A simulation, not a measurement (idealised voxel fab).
Documented hereafter: the process module known as voxel transistor to metal.
Square cell edge 5 nm, section width 160 nm, ID cut.
If you're reading a cross-section in this doc, picture square cells in a grid; it comes to you as bands, top ones listed first down to the bottom, and a band can be one or more rows of cells. In this notation a band is specified by the heights of its top and bottom, in that order and in nm, after which its materials appear from left to right, each paired with its width in nm. The word "throughout" attached to a single material means that material fills the band from edge to edge; the word "empty" stands for empty space. Below 0: as-received wafer, all one material; heights counted from there. Lowest band: no bottom, goes on down, written "top 0, no bottom". A width such as "30->40" changes by the same amount from each row of cells to the next, from the band's top row to its bottom row. Any step labelled "no alteration" changed none of the cells in the cross-section. Enclosed voids (no open way to top), threshold 8 cells or more, entry "Closed internal cavities", notation width x height at distance, distance from left edge, nm. If you see something after the settings on a step's line, that's the simulator's own remark about that step. "overlay nm" answers the question of how far to the right of plan the mask lay on a step that has a mask, and when it is negative the answer is to the left. Reading key. Pairs: pre-step and post-step cross-section, one process step apart; post-step view only to lowest changed band. Step between + settings: beneath pair. Runs: pairs may be from different runs of this module, same starting wafer. Continuation from pair above: only where "Pre-processing view" entry says.

# Pre-processing view
  top 0, no bottom | Si throughout
  Closed internal cavities: none

# As Processed
  top 5, bottom 0 | SiO2 throughout
  Under the height 0 nothing was changed.
  Closed internal cavities: none
The structure goes from the before cross-section above to the after cross-section through op CONFORMAL_DEP | material SiO2 | thk nm 5

Pre-processing view: see the after view in the pair directly above.

# As Processed
  top 20, bottom 5 | SiN throughout
  Under the height 5 nothing was changed.
  Closed internal cavities: none
The structure goes from the before cross-section above to the after cross-section through op CONFORMAL_DEP | material SiN | thk nm 15

Pre-processing view: see the after view in the pair directly above.

# As Processed
  top 20, bottom 5 | empty=15, then SiN=125, then empty=20
  Under the height 5 nothing was changed.
  Closed internal cavities: none
The structure goes from the before cross-section above to the after cross-section through op MASKED_ETCH | tone cover | mask id ACTIVE | width nm 125 | etch materials SiN | depth nm 15 | overlay nm 0

Pre-processing view: see the after view in the pair directly above.

# As Processed
  top 20, bottom 5 | empty=15, then SiN=125, then empty=20
  top 5, bottom 0 | empty=15, then SiO2=125, then empty=20
  Under the height 0 nothing was changed.
  Closed internal cavities: none
The structure goes from the before cross-section above to the after cross-section through op MASKED_ETCH | tone cover | mask id ACTIVE | width nm 125 | etch materials SiO2 | depth nm 5 | overlay nm 0

Pre-processing view: see the after view in the pair directly above.

# As Processed
  top 20, bottom 5 | empty=15, then SiN=125, then empty=20
  top 5, bottom 0 | empty=15, then SiO2=125, then empty=20
  top 0, bottom -25 | empty=15, then Si=125, then empty=20
  Under the height -25 nothing was changed.
  Closed internal cavities: none
The structure goes from the before cross-section above to the after cross-section through op MASKED_ETCH | tone cover | mask id ACTIVE | width nm 125 | etch materials Si | depth nm 25 | overlay nm 0

Pre-processing view: see the after view in the pair directly above.

# As Processed
  top 35, bottom 20 | SiO2 throughout
  top 20, bottom 5 | SiO2=15, then SiN=125, then SiO2=20
  top 5, bottom 0 | SiO2 throughout
  top 0, bottom -25 | SiO2=15, then Si=125, then SiO2=20
  Under the height -25 nothing was changed.
  Closed internal cavities: none
The structure goes from the before cross-section above to the after cross-section through op FILL_DEP | material SiO2 | thk nm 15

Pre-processing view: see the after view in the pair directly above.

# As Processed
  top 20, bottom 5 | SiO2=15, then SiN=125, then SiO2=20
  Under the height 5 nothing was changed.
  Closed internal cavities: none
The structure goes from the before cross-section above to the after cross-section through op CMP | height nm 20

Pre-processing view: see the after view in the pair directly above.

# As Processed
  top 20, bottom 5 | empty=15, then SiN=125, then empty=20
  Under the height 5 nothing was changed.
  Closed internal cavities: none
The structure goes from the before cross-section above to the after cross-section through op SELECTIVE_ETCH | etch materials SiO2 | depth nm 15

Pre-processing view: see the after view in the pair directly above.

# As Processed
  top 5, bottom 0 | SiO2 throughout
  Under the height 0 nothing was changed.
  Closed internal cavities: none
The structure goes from the before cross-section above to the after cross-section through op STRIP | etch materials SiN

Pre-processing view: see the after view in the pair directly above.

# As Processed
  top 0, bottom -25 | SiO2=15, then Si=125, then SiO2=20
  Under the height -25 nothing was changed.
  Closed internal cavities: none
The structure goes from the before cross-section above to the after cross-section through op SELECTIVE_ETCH | etch materials SiO2 | depth nm 5

Pre-processing view: see the after view in the pair directly above.

# As Processed
  top 0, bottom -5 | SiO2 throughout
  Under the height -5 nothing was changed.
  Closed internal cavities: none
The structure goes from the before cross-section above to the after cross-section through op OXIDIZE | depth nm 5

Pre-processing view: see the after view in the pair directly above.

# As Processed
  top 30, bottom 0 | polySi throughout
  Under the height 0 nothing was changed.
  Closed internal cavities: none
The structure goes from the before cross-section above to the after cross-section through op DIRECTIONAL_DEP | material polySi | thk nm 30

Pre-processing view: see the after view in the pair directly above.

# As Processed
  top 40, bottom 30 | SiCN throughout
  Under the height 30 nothing was changed.
  Closed internal cavities: none
The structure goes from the before cross-section above to the after cross-section through op DIRECTIONAL_DEP | material SiCN | thk nm 10

Pre-processing view: see the after view in the pair directly above.

# As Processed
  top 50, bottom 40 | aC throughout
  Under the height 40 nothing was changed.
  Closed internal cavities: none
The structure goes from the before cross-section above to the after cross-section through op DIRECTIONAL_DEP | material aC | thk nm 10

Pre-processing view: see the after view in the pair directly above.

# As Processed
  top 75, bottom 50 | empty=65, then resist=25, then empty=70
  Under the height 50 nothing was changed.
  Closed internal cavities: none
The structure goes from the before cross-section above to the after cross-section through op PATTERN | tone cover | mask id GATE | material resist | width nm 25 | thk nm 25 | overlay nm 0

Pre-processing view: see the after view in the pair directly above.

# As Processed
  top 65, bottom 50 | empty=65, then resist=25, then empty=70
  top 50, bottom 40 | empty=65, then aC=25, then empty=70
  Under the height 40 nothing was changed.
  Closed internal cavities: none
The structure goes from the before cross-section above to the after cross-section through op DIRECTIONAL_ETCH | etch materials aC | depth nm 10

Pre-processing view: see the after view in the pair directly above.

# As Processed
  top 50, bottom 40 | empty=65, then aC=25, then empty=70
  Under the height 40 nothing was changed.
  Closed internal cavities: none
The structure goes from the before cross-section above to the after cross-section through op STRIP | etch materials resist

Pre-processing view: see the after view in the pair directly above.

# As Processed
  top 50, bottom 40 | empty=65, then aC=25, then empty=70
  top 40, bottom 30 | empty=65, then SiCN=25, then empty=70
  Under the height 30 nothing was changed.
  Closed internal cavities: none
The structure goes from the before cross-section above to the after cross-section through op DIRECTIONAL_ETCH | etch materials SiCN | depth nm 20

Pre-processing view: see the after view in the pair directly above.

# As Processed
  top 50, bottom 40 | empty=65, then aC=25, then empty=70
  top 40, bottom 30 | empty=65, then SiCN=25, then empty=70
  top 30, bottom 0 | empty=65, then polySi=25, then empty=70
  Under the height 0 nothing was changed.
  Closed internal cavities: none
The structure goes from the before cross-section above to the after cross-section through op DIRECTIONAL_ETCH | etch materials polySi | depth nm 40

Pre-processing view: see the after view in the pair directly above.

# As Processed
  top 40, bottom 30 | empty=65, then SiCN=25, then empty=70
  Under the height 30 nothing was changed.
  Closed internal cavities: none
The structure goes from the before cross-section above to the after cross-section through op STRIP | etch materials aC

Pre-processing view: see the after view in the pair directly above.

# As Processed
  top 45, bottom 40 | empty=60, then SiO2=35, then empty=65
  top 40, bottom 30 | empty=60, then SiO2=5, then SiCN=25, then SiO2=5, then empty=65
  top 30, bottom 5 | empty=60, then SiO2=5, then polySi=25, then SiO2=5, then empty=65
  top 5, bottom 0 | SiO2=65, then polySi=25, then SiO2=70
  Under the height 0 nothing was changed.
  Closed internal cavities: none
The structure goes from the before cross-section above to the after cross-section through op CONFORMAL_DEP | material SiO2 | thk nm 5

Pre-processing view: see the after view in the pair directly above.

# As Processed
  top 40, bottom 30 | empty=60, then SiO2=5, then SiCN=25, then SiO2=5, then empty=65
  top 30, bottom 0 | empty=60, then SiO2=5, then polySi=25, then SiO2=5, then empty=65
  Under the height 0 nothing was changed.
  Closed internal cavities: none
The structure goes from the before cross-section above to the after cross-section through op DIRECTIONAL_ETCH | etch materials SiO2 | depth nm 5

Pre-processing view: see the after view in the pair directly above.

# As Processed
  top 50, bottom 40 | empty=50, then SiN=55, then empty=55
  top 40, bottom 30 | empty=50, then SiN=10, then SiO2=5, then SiCN=25, then SiO2=5, then SiN=10, then empty=55
  top 30, bottom 10 | empty=50, then SiN=10, then SiO2=5, then polySi=25, then SiO2=5, then SiN=10, then empty=55
  top 10, bottom 0 | SiN=60, then SiO2=5, then polySi=25, then SiO2=5, then SiN=65
  Under the height 0 nothing was changed.
  Closed internal cavities: none
The structure goes from the before cross-section above to the after cross-section through op CONFORMAL_DEP | material SiN | thk nm 10

Pre-processing view: see the after view in the pair directly above.

# As Processed
  top 40, bottom 30 | empty=50, then SiN=10, then SiO2=5, then SiCN=25, then SiO2=5, then SiN=10, then empty=55
  top 30, bottom 0 | empty=50, then SiN=10, then SiO2=5, then polySi=25, then SiO2=5, then SiN=10, then empty=55
  Under the height 0 nothing was changed.
  Closed internal cavities: none
The structure goes from the before cross-section above to the after cross-section through op DIRECTIONAL_ETCH | etch materials SiN | depth nm 10

Pre-processing view: see the after view in the pair directly above.

# As Processed
  top 40, bottom 35 | empty=50, then SiN=10, then empty=5, then SiCN=25, then empty=5, then SiN=10, then empty=55
  top 35, bottom 30 | empty=50, then SiN=10, then SiO2=5, then SiCN=25, then SiO2=5, then SiN=10, then empty=55
  top 30, bottom 0 | empty=50, then SiN=10, then SiO2=5, then polySi=25, then SiO2=5, then SiN=10, then empty=55
  top 0, bottom -5 | empty=50, then SiO2=55, then empty=55
  Under the height -5 nothing was changed.
  Closed internal cavities: none
The structure goes from the before cross-section above to the after cross-section through op DIRECTIONAL_ETCH | etch materials SiO2 | depth nm 5

Pre-processing view: see the after view in the pair directly above.

# As Processed
  top 40, bottom 35 | empty=50, then SiN=10, then empty=5, then SiCN=25, then empty=5, then SiN=10, then empty=55
  top 35, bottom 30 | empty=50, then SiN=10, then SiO2=5, then SiCN=25, then SiO2=5, then SiN=10, then empty=55
  top 30, bottom 0 | empty=50, then SiN=10, then SiO2=5, then polySi=25, then SiO2=5, then SiN=10, then empty=55
  top 0, bottom -5 | empty=10, then pSi=40, then SiO2=55, then pSi=40, then empty=15
  Under the height -5 nothing was changed.
  Closed internal cavities: none
The structure goes from the before cross-section above to the after cross-section through op EPI | material pSi | thk nm 5

Pre-processing view: see the after view in the pair directly above.

# As Processed
  top 50, bottom 40 | SiO2 throughout
  top 40, bottom 30 | SiO2=50, then SiN=10, then SiO2=5, then SiCN=25, then SiO2=5, then SiN=10, then SiO2=55
  top 30, bottom 0 | SiO2=50, then SiN=10, then SiO2=5, then polySi=25, then SiO2=5, then SiN=10, then SiO2=55
  top 0, bottom -5 | SiO2=10, then pSi=40, then SiO2=55, then pSi=40, then SiO2=15
  Under the height -5 nothing was changed.
  Closed internal cavities: none
The structure goes from the before cross-section above to the after cross-section through op FILL_DEP | material SiO2 | thk nm 10

Pre-processing view: see the after view in the pair directly above.

# As Processed
  top 30, bottom 0 | SiO2=50, then SiN=10, then SiO2=5, then polySi=25, then SiO2=5, then SiN=10, then SiO2=55
  Under the height 0 nothing was changed.
  Closed internal cavities: none
The structure goes from the before cross-section above to the after cross-section through op CMP | height nm 30

Pre-processing view: see the after view in the pair directly above.

# As Processed
  top 30, bottom 0 | SiO2=50, then SiN=10, then SiO2=5, then empty=25, then SiO2=5, then SiN=10, then SiO2=55
  Under the height 0 nothing was changed.
  Closed internal cavities: none
The structure goes from the before cross-section above to the after cross-section through op STRIP | etch materials polySi

Pre-processing view: see the after view in the pair directly above.

# As Processed
  top 30, bottom 25 | empty=50, then SiN=10, then empty=35, then SiN=10, then empty=55
  top 25, bottom 0 | SiO2=50, then SiN=10, then empty=35, then SiN=10, then SiO2=55
  top 0, bottom -5 | SiO2=10, then pSi=40, then SiO2=10, then empty=35, then SiO2=10, then pSi=40, then SiO2=15
  Under the height -5 nothing was changed.
  Closed internal cavities: none
The structure goes from the before cross-section above to the after cross-section through op SELECTIVE_ETCH | etch materials SiO2 | depth nm 5

Pre-processing view: see the after view in the pair directly above.

# As Processed
  top 35, bottom 30 | empty=45, then HfO2=20, then empty=25, then HfO2=20, then empty=50
  top 30, bottom 25 | HfO2=50, then SiN=10, then HfO2=5, then empty=25, then HfO2=5, then SiN=10, then HfO2=55
  top 25, bottom 0 | SiO2=50, then SiN=10, then HfO2=5, then empty=25, then HfO2=5, then SiN=10, then SiO2=55
  top 0, bottom -5 | SiO2=10, then pSi=40, then SiO2=10, then HfO2=35, then SiO2=10, then pSi=40, then SiO2=15
  Under the height -5 nothing was changed.
  Closed internal cavities: none
The structure goes from the before cross-section above to the after cross-section through op CONFORMAL_DEP | material HfO2 | thk nm 5

Pre-processing view: see the after view in the pair directly above.

# As Processed
  top 40, bottom 35 | empty=40, then TiN=30, then empty=15, then TiN=30, then empty=45
  top 35, bottom 30 | TiN=45, then HfO2=20, then TiN=5, then empty=15, then TiN=5, then HfO2=20, then TiN=50
  top 30, bottom 25 | HfO2=50, then SiN=10, then HfO2=5, then TiN=5, then empty=15, then TiN=5, then HfO2=5, then SiN=10, then HfO2=55
  top 25, bottom 5 | SiO2=50, then SiN=10, then HfO2=5, then TiN=5, then empty=15, then TiN=5, then HfO2=5, then SiN=10, then SiO2=55
  top 5, bottom 0 | SiO2=50, then SiN=10, then HfO2=5, then TiN=25, then HfO2=5, then SiN=10, then SiO2=55
  Under the height 0 nothing was changed.
  Closed internal cavities: none
The structure goes from the before cross-section above to the after cross-section through op CONFORMAL_DEP | material TiN | thk nm 5

Pre-processing view: see the after view in the pair directly above.

# As Processed
  top 45, bottom 40 | W throughout
  top 40, bottom 35 | W=40, then TiN=30, then W=15, then TiN=30, then W=45
  top 35, bottom 30 | TiN=45, then HfO2=20, then TiN=5, then W=15, then TiN=5, then HfO2=20, then TiN=50
  top 30, bottom 25 | HfO2=50, then SiN=10, then HfO2=5, then TiN=5, then W=15, then TiN=5, then HfO2=5, then SiN=10, then HfO2=55
  top 25, bottom 5 | SiO2=50, then SiN=10, then HfO2=5, then TiN=5, then W=15, then TiN=5, then HfO2=5, then SiN=10, then SiO2=55
  Under the height 5 nothing was changed.
  Closed internal cavities: none
The structure goes from the before cross-section above to the after cross-section through op FILL_DEP | material W | thk nm 5

Pre-processing view: see the after view in the pair directly above.

# As Processed
  top 25, bottom 5 | SiO2=50, then SiN=10, then HfO2=5, then TiN=5, then W=15, then TiN=5, then HfO2=5, then SiN=10, then SiO2=55
  Under the height 5 nothing was changed.
  Closed internal cavities: none
The structure goes from the before cross-section above to the after cross-section through op CMP | height nm 25

Pre-processing view: see the after view in the pair directly above.

# As Processed
  top 35, bottom 25 | SiO2 throughout
  Under the height 25 nothing was changed.
  Closed internal cavities: none
The structure goes from the before cross-section above to the after cross-section through op DIRECTIONAL_DEP | material SiO2 | thk nm 10

Pre-processing view: see the after view in the pair directly above.

# As Processed
  top 55, bottom 35 | resist=25, then empty=20, then resist=65, then empty=20, then resist=30
  Under the height 35 nothing was changed.
  Closed internal cavities: none
The structure goes from the before cross-section above to the after cross-section through op PATTERN | tone open | mask id CONTACT | material resist | width nm 20 | pitch nm 85 | thk nm 20 | overlay nm 0

Pre-processing view: see the after view in the pair directly above.

# As Processed
  top 55, bottom 35 | resist=25, then empty=20, then resist=65, then empty=20, then resist=30
  top 35, bottom 25 | SiO2=25, then empty=20, then SiO2=65, then empty=20, then SiO2=30
  top 25, bottom 5 | SiO2=25, then empty=20, then SiO2=5, then SiN=10, then HfO2=5, then TiN=5, then W=15, then TiN=5, then HfO2=5, then SiN=10, then SiO2=5, then empty=20, then SiO2=30
  top 5, bottom 0 | SiO2=25, then empty=20, then SiO2=5, then SiN=10, then HfO2=5, then TiN=25, then HfO2=5, then SiN=10, then SiO2=5, then empty=20, then SiO2=30
  Under the height 0 nothing was changed.
  Closed internal cavities: none
The structure goes from the before cross-section above to the after cross-section through op DIRECTIONAL_ETCH | etch materials SiO2 | depth nm 35

Pre-processing view: see the after view in the pair directly above.

# As Processed
  top 35, bottom 25 | SiO2=25, then empty=20, then SiO2=65, then empty=20, then SiO2=30
  Under the height 25 nothing was changed.
  Closed internal cavities: none
The structure goes from the before cross-section above to the after cross-section through op STRIP | etch materials resist

Pre-processing view: see the after view in the pair directly above.

# As Processed
  top 40, bottom 35 | TiN=30, then empty=10, then TiN=75, then empty=10, then TiN=35
  top 35, bottom 25 | SiO2=25, then TiN=5, then empty=10, then TiN=5, then SiO2=65, then TiN=5, then empty=10, then TiN=5, then SiO2=30
  top 25, bottom 5 | SiO2=25, then TiN=5, then empty=10, then TiN=5, then SiO2=5, then SiN=10, then HfO2=5, then TiN=5, then W=15, then TiN=5, then HfO2=5, then SiN=10, then SiO2=5, then TiN=5, then empty=10, then TiN=5, then SiO2=30
  top 5, bottom 0 | SiO2=25, then TiN=20, then SiO2=5, then SiN=10, then HfO2=5, then TiN=25, then HfO2=5, then SiN=10, then SiO2=5, then TiN=20, then SiO2=30
  Under the height 0 nothing was changed.
  Closed internal cavities: none
The structure goes from the before cross-section above to the after cross-section through op CONFORMAL_DEP | material TiN | thk nm 5

Pre-processing view: see the after view in the pair directly above.

# As Processed
  top 45, bottom 40 | Ru throughout
  top 40, bottom 35 | TiN=30, then Ru=10, then TiN=75, then Ru=10, then TiN=35
  top 35, bottom 25 | SiO2=25, then TiN=5, then Ru=10, then TiN=5, then SiO2=65, then TiN=5, then Ru=10, then TiN=5, then SiO2=30
  top 25, bottom 5 | SiO2=25, then TiN=5, then Ru=10, then TiN=5, then SiO2=5, then SiN=10, then HfO2=5, then TiN=5, then W=15, then TiN=5, then HfO2=5, then SiN=10, then SiO2=5, then TiN=5, then Ru=10, then TiN=5, then SiO2=30
  Under the height 5 nothing was changed.
  Closed internal cavities: none
The structure goes from the before cross-section above to the after cross-section through op FILL_DEP | material Ru | thk nm 5

Pre-processing view: see the after view in the pair directly above.

# As Processed
  top 35, bottom 25 | SiO2=25, then TiN=5, then Ru=10, then TiN=5, then SiO2=65, then TiN=5, then Ru=10, then TiN=5, then SiO2=30
  Under the height 25 nothing was changed.
  Closed internal cavities: none
The structure goes from the before cross-section above to the after cross-section through op CMP | height nm 35

Pre-processing view: see the after view in the pair directly above.

# As Processed
  top 40, bottom 35 | TiN throughout
  Under the height 35 nothing was changed.
  Closed internal cavities: none
The structure goes from the before cross-section above to the after cross-section through op DIRECTIONAL_DEP | material TiN | thk nm 5

Pre-processing view: see the after view in the pair directly above.

# As Processed
  top 65, bottom 40 | W throughout
  Under the height 40 nothing was changed.
  Closed internal cavities: none
The structure goes from the before cross-section above to the after cross-section through op DIRECTIONAL_DEP | material W | thk nm 25

Pre-processing view: see the after view in the pair directly above.

# As Processed
  top 65, bottom 40 | empty=25, then W=20, then empty=65, then W=20, then empty=30
  Under the height 40 nothing was changed.
  Closed internal cavities: none
The structure goes from the before cross-section above to the after cross-section through op MASKED_ETCH | tone cover | mask id METAL_1 | width nm 20 | pitch nm 85 | etch materials W | depth nm 25 | overlay nm 0

Pre-processing view: see the after view in the pair directly above.

# As Processed
  top 65, bottom 40 | empty=25, then W=20, then empty=65, then W=20, then empty=30
  top 40, bottom 35 | empty=25, then TiN=20, then empty=65, then TiN=20, then empty=30
  Under the height 35 nothing was changed.
  Closed internal cavities: none
The structure goes from the before cross-section above to the after cross-section through op MASKED_ETCH | tone cover | mask id METAL_1 | width nm 20 | pitch nm 85 | etch materials TiN | depth nm 5 | overlay nm 0

Pre-processing view: see the after view in the pair directly above.

# As Processed
  top 70, bottom 65 | empty=20, then SiCN=30, then empty=55, then SiCN=30, then empty=25
  top 65, bottom 40 | empty=20, then SiCN=5, then W=20, then SiCN=5, then empty=55, then SiCN=5, then W=20, then SiCN=5, then empty=25
  top 40, bottom 35 | SiCN=25, then TiN=20, then SiCN=65, then TiN=20, then SiCN=30
  Under the height 35 nothing was changed.
  Closed internal cavities: none
The structure goes from the before cross-section above to the after cross-section through op CONFORMAL_DEP | material SiCN | thk nm 5

Pre-processing view: see the after view in the pair directly above.

# As Processed
  top 80, bottom 70 | lowk throughout
  top 70, bottom 65 | lowk=20, then SiCN=30, then lowk=55, then SiCN=30, then lowk=25
  top 65, bottom 40 | lowk=20, then SiCN=5, then W=20, then SiCN=5, then lowk=55, then SiCN=5, then W=20, then SiCN=5, then lowk=25
  Under the height 40 nothing was changed.
  Closed internal cavities: none
The structure goes from the before cross-section above to the after cross-section through op FILL_DEP | material lowk | thk nm 10

Pre-processing view: see the after view in the pair directly above.

# As Processed
  top 65, bottom 40 | lowk=20, then SiCN=5, then W=20, then SiCN=5, then lowk=55, then SiCN=5, then W=20, then SiCN=5, then lowk=25
  Under the height 40 nothing was changed.
  Closed internal cavities: none
The structure goes from the before cross-section above to the after cross-section through op CMP | height nm 65

Pre-processing view: see the after view in the pair directly above.

# As Processed
  top 70, bottom 65 | SiCN throughout
  Under the height 65 nothing was changed.
  Closed internal cavities: none
The structure goes from the before cross-section above to the after cross-section through op CONFORMAL_DEP | material SiCN | thk nm 5

Pre-processing view: see the after view in the pair directly above.

# As Processed
  top 95, bottom 70 | SiO2 throughout
  Under the height 70 nothing was changed.
  Closed internal cavities: none
The structure goes from the before cross-section above to the after cross-section through op DIRECTIONAL_DEP | material SiO2 | thk nm 25

Pre-processing view: see the after view in the pair directly above.

# As Processed
  top 95, bottom 80 | SiO2=25, then empty=20, then SiO2=65, then empty=20, then SiO2=30
  Under the height 80 nothing was changed.
  Closed internal cavities: none
The structure goes from the before cross-section above to the after cross-section through op MASKED_ETCH | tone open | mask id METAL_2 | width nm 20 | pitch nm 85 | etch materials SiO2 | depth nm 15 | overlay nm 0

Pre-processing view: see the after view in the pair directly above.

# As Processed
  top 110, bottom 95 | aC=25, then empty=20, then aC=65, then empty=20, then aC=30
  top 95, bottom 80 | SiO2=25, then aC=20, then SiO2=65, then aC=20, then SiO2=30
  Under the height 80 nothing was changed.
  Closed internal cavities: none
The structure goes from the before cross-section above to the after cross-section through op DIRECTIONAL_DEP | material aC | thk nm 15

Pre-processing view: see the after view in the pair directly above.

# As Processed
  top 140, bottom 110 | resist=25, then empty=15, then resist=70, then empty=15, then resist=35
  top 110, bottom 95 | aC=25, then empty=15, then resist=5, then aC=65, then empty=15, then resist=5, then aC=30
  Under the height 95 nothing was changed.
  Closed internal cavities: none
The structure goes from the before cross-section above to the after cross-section through op PATTERN | tone open | mask id METAL_2_HOLES | material resist | width nm 15 | pitch nm 85 | thk nm 30 | overlay nm 0

Pre-processing view: see the after view in the pair directly above.

# As Processed
  top 125, bottom 110 | resist=25, then empty=15, then resist=70, then empty=15, then resist=35
  top 110, bottom 95 | aC=25, then empty=15, then resist=5, then aC=65, then empty=15, then resist=5, then aC=30
  top 95, bottom 80 | SiO2=25, then empty=15, then aC=5, then SiO2=65, then empty=15, then aC=5, then SiO2=30
  Under the height 80 nothing was changed.
  Closed internal cavities: none
The structure goes from the before cross-section above to the after cross-section through op DIRECTIONAL_ETCH | etch materials aC | depth nm 15

Pre-processing view: see the after view in the pair directly above.

# As Processed
  top 110, bottom 95 | aC=25, then empty=20, then aC=65, then empty=20, then aC=30
  Under the height 95 nothing was changed.
  Closed internal cavities: none
The structure goes from the before cross-section above to the after cross-section through op STRIP | etch materials resist

Pre-processing view: see the after view in the pair directly above.

# As Processed
  top 110, bottom 95 | aC=25, then empty=20, then aC=65, then empty=20, then aC=30
  top 95, bottom 80 | SiO2=25, then empty=15, then aC=5, then SiO2=65, then empty=15, then aC=5, then SiO2=30
  top 80, bottom 70 | SiO2=25, then empty=15, then SiO2=70, then empty=15, then SiO2=35
  Under the height 70 nothing was changed.
  Closed internal cavities: none
The structure goes from the before cross-section above to the after cross-section through op DIRECTIONAL_ETCH | etch materials SiO2 | depth nm 10

Pre-processing view: see the after view in the pair directly above.

# As Processed
  top 110, bottom 95 | aC=25, then empty=20, then aC=65, then empty=20, then aC=30
  top 95, bottom 80 | SiO2=25, then empty=15, then aC=5, then SiO2=65, then empty=15, then aC=5, then SiO2=30
  top 80, bottom 70 | SiO2=25, then empty=15, then SiO2=70, then empty=15, then SiO2=35
  top 70, bottom 65 | SiCN=25, then empty=15, then SiCN=70, then empty=15, then SiCN=35
  Under the height 65 nothing was changed.
  Closed internal cavities: none
The structure goes from the before cross-section above to the after cross-section through op DIRECTIONAL_ETCH | etch materials SiCN | depth nm 5

Pre-processing view: see the after view in the pair directly above.

# As Processed
  top 95, bottom 80 | SiO2=25, then empty=20, then SiO2=65, then empty=20, then SiO2=30
  Under the height 80 nothing was changed.
  Closed internal cavities: none
The structure goes from the before cross-section above to the after cross-section through op STRIP | etch materials aC

Pre-processing view: see the after view in the pair directly above.

# As Processed
  top 100, bottom 95 | TiN=30, then empty=10, then TiN=75, then empty=10, then TiN=35
  top 95, bottom 85 | SiO2=25, then TiN=5, then empty=10, then TiN=5, then SiO2=65, then TiN=5, then empty=10, then TiN=5, then SiO2=30
  top 85, bottom 80 | SiO2=25, then TiN=5, then empty=5, then TiN=10, then SiO2=65, then TiN=5, then empty=5, then TiN=10, then SiO2=30
  top 80, bottom 70 | SiO2=25, then TiN=5, then empty=5, then TiN=5, then SiO2=70, then TiN=5, then empty=5, then TiN=5, then SiO2=35
  top 70, bottom 65 | SiCN=25, then TiN=15, then SiCN=70, then TiN=15, then SiCN=35
  Under the height 65 nothing was changed.
  Closed internal cavities: none
The structure goes from the before cross-section above to the after cross-section through op CONFORMAL_DEP | material TiN | thk nm 5

Pre-processing view: see the after view in the pair directly above.

# As Processed
  top 105, bottom 100 | Cu throughout
  top 100, bottom 95 | TiN=30, then Cu=10, then TiN=75, then Cu=10, then TiN=35
  top 95, bottom 85 | SiO2=25, then TiN=5, then Cu=10, then TiN=5, then SiO2=65, then TiN=5, then Cu=10, then TiN=5, then SiO2=30
  top 85, bottom 80 | SiO2=25, then TiN=5, then Cu=5, then TiN=10, then SiO2=65, then TiN=5, then Cu=5, then TiN=10, then SiO2=30
  top 80, bottom 70 | SiO2=25, then TiN=5, then Cu=5, then TiN=5, then SiO2=70, then TiN=5, then Cu=5, then TiN=5, then SiO2=35
  Under the height 70 nothing was changed.
  Closed internal cavities: none
The structure goes from the before cross-section above to the after cross-section through op FILL_DEP | material Cu | thk nm 5

Pre-processing view: see the after view in the pair directly above.

# As Processed
  top 95, bottom 85 | SiO2=25, then TiN=5, then Cu=10, then TiN=5, then SiO2=65, then TiN=5, then Cu=10, then TiN=5, then SiO2=30
  Under the height 85 nothing was changed.
  Closed internal cavities: none
The structure goes from the before cross-section above to the after cross-section through op CMP | height nm 95

Pre-processing view: see the after view in the pair directly above.

# As Processed
  top 100, bottom 95 | SiCN throughout
  Under the height 95 nothing was changed.
  Closed internal cavities: none
The structure goes from the before cross-section above to the after cross-section through op CONFORMAL_DEP | material SiCN | thk nm 5

# Pre-processing view
  top 30, bottom 25 | empty=50, then SiN=10, then empty=35, then SiN=10, then empty=55
  top 25, bottom 0 | SiO2=50, then SiN=10, then empty=35, then SiN=10, then SiO2=55
  top 0, bottom -5 | SiO2=10, then pSi=40, then SiO2=10, then empty=35, then SiO2=10, then pSi=40, then SiO2=15
  top -5, bottom -25 | SiO2=15, then Si=125, then SiO2=20
  top -25, no bottom | Si throughout
  Closed internal cavities: none

# As Processed
  top 35, bottom 30 | empty=45, then TiN=20, then empty=25, then TiN=20, then empty=50
  top 30, bottom 25 | TiN=50, then SiN=10, then TiN=5, then empty=25, then TiN=5, then SiN=10, then TiN=55
  top 25, bottom 0 | SiO2=50, then SiN=10, then TiN=5, then empty=25, then TiN=5, then SiN=10, then SiO2=55
  top 0, bottom -5 | SiO2=10, then pSi=40, then SiO2=10, then TiN=35, then SiO2=10, then pSi=40, then SiO2=15
  Under the height -5 nothing was changed.
  Closed internal cavities: none
The structure goes from the before cross-section above to the after cross-section through op CONFORMAL_DEP | material TiN | thk nm 5

Pre-processing view: see the after view in the pair directly above.

# As Processed
  top 40, bottom 35 | W throughout
  top 35, bottom 30 | W=45, then TiN=20, then W=25, then TiN=20, then W=50
  top 30, bottom 25 | TiN=50, then SiN=10, then TiN=5, then W=25, then TiN=5, then SiN=10, then TiN=55
  top 25, bottom 0 | SiO2=50, then SiN=10, then TiN=5, then W=25, then TiN=5, then SiN=10, then SiO2=55
  Under the height 0 nothing was changed.
  Closed internal cavities: none
The structure goes from the before cross-section above to the after cross-section through op FILL_DEP | material W | thk nm 5

Pre-processing view: see the after view in the pair directly above.

# As Processed
  top 25, bottom 0 | SiO2=50, then SiN=10, then TiN=5, then W=25, then TiN=5, then SiN=10, then SiO2=55
  Under the height 0 nothing was changed.
  Closed internal cavities: none
The structure goes from the before cross-section above to the after cross-section through op CMP | height nm 25

Pre-processing view: see the after view in the pair directly above.

# As Processed
  top 35, bottom 25 | SiO2 throughout
  Under the height 25 nothing was changed.
  Closed internal cavities: none
The structure goes from the before cross-section above to the after cross-section through op DIRECTIONAL_DEP | material SiO2 | thk nm 10

Pre-processing view: see the after view in the pair directly above.

# As Processed
  top 55, bottom 35 | resist=25, then empty=20, then resist=65, then empty=20, then resist=30
  Under the height 35 nothing was changed.
  Closed internal cavities: none
The structure goes from the before cross-section above to the after cross-section through op PATTERN | tone open | mask id CONTACT | material resist | width nm 20 | pitch nm 85 | thk nm 20 | overlay nm 0

Pre-processing view: see the after view in the pair directly above.

# As Processed
  top 55, bottom 35 | resist=25, then empty=20, then resist=65, then empty=20, then resist=30
  top 35, bottom 25 | SiO2=25, then empty=20, then SiO2=65, then empty=20, then SiO2=30
  top 25, bottom 0 | SiO2=25, then empty=20, then SiO2=5, then SiN=10, then TiN=5, then W=25, then TiN=5, then SiN=10, then SiO2=5, then empty=20, then SiO2=30
  Under the height 0 nothing was changed.
  Closed internal cavities: none
The structure goes from the before cross-section above to the after cross-section through op DIRECTIONAL_ETCH | etch materials SiO2 | depth nm 35

Pre-processing view: see the after view in the pair directly above.

# As Processed
  top 35, bottom 25 | SiO2=25, then empty=20, then SiO2=65, then empty=20, then SiO2=30
  Under the height 25 nothing was changed.
  Closed internal cavities: none
The structure goes from the before cross-section above to the after cross-section through op STRIP | etch materials resist
